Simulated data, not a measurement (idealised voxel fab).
The following process module bears the name voxel air gaps.
cross-section cut | 215 nm wide | cells 5 nm
In this document a cross-section is written as a grid of square cells. It is given as a series of bands, listed from the top down, and a band is one or more rows of cells. Look at the band entry: it leads with the top's height and the bottom's height in nm. Then it lists the materials left to right, with a width in nm for each. The word "edge to edge" on a single material says that material fills the band edge to edge. The word "blank" is empty space. Height reference: 0 = level under which incoming wafer is all one material. Lowest band: no bottom, runs on downward, e.g. "0..down". Top row gets the first number, bottom row gets the second, and each row in between changes by the same step: that is how a band width like "30->40" works. "no change", as given for a step, is the statement that not any cell of the cross-section underwent a change during that step. For the entry "Closed void inventory", the listed items are empty spaces with no open way to the top whose size is 8 cells or more; each item follows the pattern width x height at distance, where distance is from the left edge and all three are in nm. What comes after the settings on a step's line is commentary from the simulator itself on that step. What "overlay nm" on a step's line means: if the step has a mask, that mask lay this far to the right of its planned place, or, when the value is negative, to the left.

[Below is the list of planned process steps]
| 1 | RECEIVE | material Si |
| 2 | CONFORMAL_DEP | material SiO2 | thk nm 15 |
| 3 | CONFORMAL_DEP | material SiN | thk nm 5 |
| 4 | DIRECTIONAL_DEP | material SiO2 | thk nm 40 |
| 5 | MASKED_ETCH | tone open | mask id LINES | width nm 25 | pitch nm 55 | etch materials SiO2 | depth nm 40 | overlay nm 0 |
| 6 | CONFORMAL_DEP | material TiN | thk nm 5 |
| 7 | FILL_DEP | material Cu | thk nm 5 |
| 8 | CMP | height nm 60 |
| 9 | EPI | material Ru | thk nm 10 |
| 10 | SELECTIVE_ETCH | etch materials SiO2 | depth nm 50 |
| 11 | CONFORMAL_DEP | material SiCN | thk nm 5 |

[The first wafer of two, processed as planned]

[Step 1 complete: cross-section of the wafer as received]
- 0..down = Si edge to edge
- Closed void inventory: none

[Cross-sectional representation of the wafer at the conclusion of step 2]
- 15..0 = SiO2 edge to edge
- Lower than 0, everything is as it was.

[Cross-sectional representation of the wafer at the conclusion of step 3]
- 20..15 = SiN edge to edge
- Lower than 15, everything is as it was.

[Cross-sectional representation of the wafer at the conclusion of step 4]
- 60..20 = SiO2 edge to edge
- Lower than 20, everything is as it was.

[Cross-sectional representation of the wafer at the conclusion of step 5]
- 60..20 = 40 nm SiO2 / 25 nm blank / 30 nm SiO2 / 25 nm blank / 30 nm SiO2 / 25 nm blank / 40 nm SiO2
- Lower than 20, everything is as it was.

[Cross-sectional representation of the wafer at the conclusion of step 6]
- 65..60 = 45 nm TiN / 15 nm blank / 40 nm TiN / 15 nm blank / 40 nm TiN / 15 nm blank / 45 nm TiN
- 60..25 = 40 nm SiO2 / 5 nm TiN / 15 nm blank / 5 nm TiN / 30 nm SiO2 / 5 nm TiN / 15 nm blank / 5 nm TiN / 30 nm SiO2 / 5 nm TiN / 15 nm blank / 5 nm TiN / 40 nm SiO2
- 25..20 = 40 nm SiO2 / 25 nm TiN / 30 nm SiO2 / 25 nm TiN / 30 nm SiO2 / 25 nm TiN / 40 nm SiO2
- Lower than 20, everything is as it was.

[Cross-sectional representation of the wafer at the conclusion of step 7]
- 70..65 = Cu edge to edge
- 65..60 = 45 nm TiN / 15 nm Cu / 40 nm TiN / 15 nm Cu / 40 nm TiN / 15 nm Cu / 45 nm TiN
- 60..25 = 40 nm SiO2 / 5 nm TiN / 15 nm Cu / 5 nm TiN / 30 nm SiO2 / 5 nm TiN / 15 nm Cu / 5 nm TiN / 30 nm SiO2 / 5 nm TiN / 15 nm Cu / 5 nm TiN / 40 nm SiO2
- Lower than 25, everything is as it was.

[Cross-sectional representation of the wafer at the conclusion of step 8]
- 60..25 = 40 nm SiO2 / 5 nm TiN / 15 nm Cu / 5 nm TiN / 30 nm SiO2 / 5 nm TiN / 15 nm Cu / 5 nm TiN / 30 nm SiO2 / 5 nm TiN / 15 nm Cu / 5 nm TiN / 40 nm SiO2
- Lower than 25, everything is as it was.

[Cross-sectional representation of the wafer at the conclusion of step 9]
- 70..60 = 30 nm blank / 45 nm Ru / 10 nm blank / 45 nm Ru / 10 nm blank / 45 nm Ru / 30 nm blank
- Lower than 60, everything is as it was.

[Cross-sectional representation of the wafer at the conclusion of step 10]
- 70..60 = 30 nm blank / 45 nm Ru / 10 nm blank / 45 nm Ru / 10 nm blank / 45 nm Ru / 30 nm blank
- 60..25 = 40 nm blank / 5 nm TiN / 15 nm Cu / 5 nm TiN / 30 nm blank / 5 nm TiN / 15 nm Cu / 5 nm TiN / 30 nm blank / 5 nm TiN / 15 nm Cu / 5 nm TiN / 40 nm blank
- 25..20 = 40 nm blank / 25 nm TiN / 30 nm blank / 25 nm TiN / 30 nm blank / 25 nm TiN / 40 nm blank
- Lower than 20, everything is as it was.

[Cross-sectional representation of the wafer at the conclusion of step 11]
- 75..70 = 25 nm blank / 165 nm SiCN / 25 nm blank
- 70..60 = 25 nm blank / 5 nm SiCN / 45 nm Ru / 10 nm SiCN / 45 nm Ru / 10 nm SiCN / 45 nm Ru / 5 nm SiCN / 25 nm blank
- 60..55 = 25 nm blank / 15 nm SiCN / 5 nm TiN / 15 nm Cu / 5 nm TiN / 30 nm SiCN / 5 nm TiN / 15 nm Cu / 5 nm TiN / 30 nm SiCN / 5 nm TiN / 15 nm Cu / 5 nm TiN / 15 nm SiCN / 25 nm blank
- 55..25 = 35 nm blank / 5 nm SiCN / 5 nm TiN / 15 nm Cu / 5 nm TiN / 5 nm SiCN / 20 nm blank / 5 nm SiCN / 5 nm TiN / 15 nm Cu / 5 nm TiN / 5 nm SiCN / 20 nm blank / 5 nm SiCN / 5 nm TiN / 15 nm Cu / 5 nm TiN / 5 nm SiCN / 35 nm blank
- 25..20 = 40 nm SiCN / 25 nm TiN / 30 nm SiCN / 25 nm TiN / 30 nm SiCN / 25 nm TiN / 40 nm SiCN
- Lower than 20, everything is as it was.
- Closed void inventory: 20 x 30 at 70; 20 x 30 at 125

[For the second wafer, take the first wafer's start and plan, then add one mistake made in running it; everything through step 4, that step included, is shared with the first]

[Second wafer, section view, time point: scheduled end of step 5]
- 60..20 = 40 nm SiO2 / 30 nm blank / 25 nm SiO2 / 30 nm blank / 25 nm SiO2 / 30 nm blank / 35 nm SiO2
- Lower than 20, everything is as it was.

[Second wafer, section view, time point: scheduled end of step 6]
- 65..60 = 45 nm TiN / 20 nm blank / 35 nm TiN / 20 nm blank / 35 nm TiN / 20 nm blank / 40 nm TiN
- 60..25 = 40 nm SiO2 / 5 nm TiN / 20 nm blank / 5 nm TiN / 25 nm SiO2 / 5 nm TiN / 20 nm blank / 5 nm TiN / 25 nm SiO2 / 5 nm TiN / 20 nm blank / 5 nm TiN / 35 nm SiO2
- 25..20 = 40 nm SiO2 / 30 nm TiN / 25 nm SiO2 / 30 nm TiN / 25 nm SiO2 / 30 nm TiN / 35 nm SiO2
- Lower than 20, everything is as it was.

[Second wafer, section view, time point: scheduled end of step 7]
- 70..65 = Cu edge to edge
- 65..60 = 45 nm TiN / 20 nm Cu / 35 nm TiN / 20 nm Cu / 35 nm TiN / 20 nm Cu / 40 nm TiN
- 60..25 = 40 nm SiO2 / 5 nm TiN / 20 nm Cu / 5 nm TiN / 25 nm SiO2 / 5 nm TiN / 20 nm Cu / 5 nm TiN / 25 nm SiO2 / 5 nm TiN / 20 nm Cu / 5 nm TiN / 35 nm SiO2
- Lower than 25, everything is as it was.

[Second wafer, section view, time point: scheduled end of step 8]
- 60..25 = 40 nm SiO2 / 5 nm TiN / 20 nm Cu / 5 nm TiN / 25 nm SiO2 / 5 nm TiN / 20 nm Cu / 5 nm TiN / 25 nm SiO2 / 5 nm TiN / 20 nm Cu / 5 nm TiN / 35 nm SiO2
- Lower than 25, everything is as it was.

[Second wafer, section view, time point: scheduled end of step 9]
- 70..60 = 30 nm blank / 50 nm Ru / 5 nm blank / 50 nm Ru / 5 nm blank / 50 nm Ru / 25 nm blank
- Lower than 60, everything is as it was.

[Second wafer, section view, time point: scheduled end of step 10]
- 70..60 = 30 nm blank / 50 nm Ru / 5 nm blank / 50 nm Ru / 5 nm blank / 50 nm Ru / 25 nm blank
- 60..25 = 40 nm blank / 5 nm TiN / 20 nm Cu / 5 nm TiN / 25 nm blank / 5 nm TiN / 20 nm Cu / 5 nm TiN / 25 nm blank / 5 nm TiN / 20 nm Cu / 5 nm TiN / 35 nm blank
- 25..20 = 40 nm blank / 30 nm TiN / 25 nm blank / 30 nm TiN / 25 nm blank / 30 nm TiN / 35 nm blank
- Lower than 20, everything is as it was.

[Second wafer, section view, time point: scheduled end of step 11]
- 75..70 = 25 nm blank / 170 nm SiCN / 20 nm blank
- 70..60 = 25 nm blank / 5 nm SiCN / 50 nm Ru / 5 nm SiCN / 50 nm Ru / 5 nm SiCN / 50 nm Ru / 5 nm SiCN / 20 nm blank
- 60..55 = 25 nm blank / 15 nm SiCN / 5 nm TiN / 20 nm Cu / 5 nm TiN / 25 nm SiCN / 5 nm TiN / 20 nm Cu / 5 nm TiN / 25 nm SiCN / 5 nm TiN / 20 nm Cu / 5 nm TiN / 15 nm SiCN / 20 nm blank
- 55..25 = 35 nm blank / 5 nm SiCN / 5 nm TiN / 20 nm Cu / 5 nm TiN / 5 nm SiCN / 15 nm blank / 5 nm SiCN / 5 nm TiN / 20 nm Cu / 5 nm TiN / 5 nm SiCN / 15 nm blank / 5 nm SiCN / 5 nm TiN / 20 nm Cu / 5 nm TiN / 5 nm SiCN / 30 nm blank
- 25..20 = 40 nm SiCN / 30 nm TiN / 25 nm SiCN / 30 nm TiN / 25 nm SiCN / 30 nm TiN / 35 nm SiCN
- Lower than 20, everything is as it was.
- Closed void inventory: 15 x 30 at 75; 15 x 30 at 130
Error vs. plan: in deviation from the planned setting, step 5 was conducted as MASKED_ETCH | tone open | mask id LINES | width nm 30 | pitch nm 55 | etch materials SiO2 | depth nm 40 | overlay nm 0
End check, counted in cells, second wafer has more or fewer of these materials than the first: +21 Cu | +6 Ru | -8 SiCN | +3 TiN
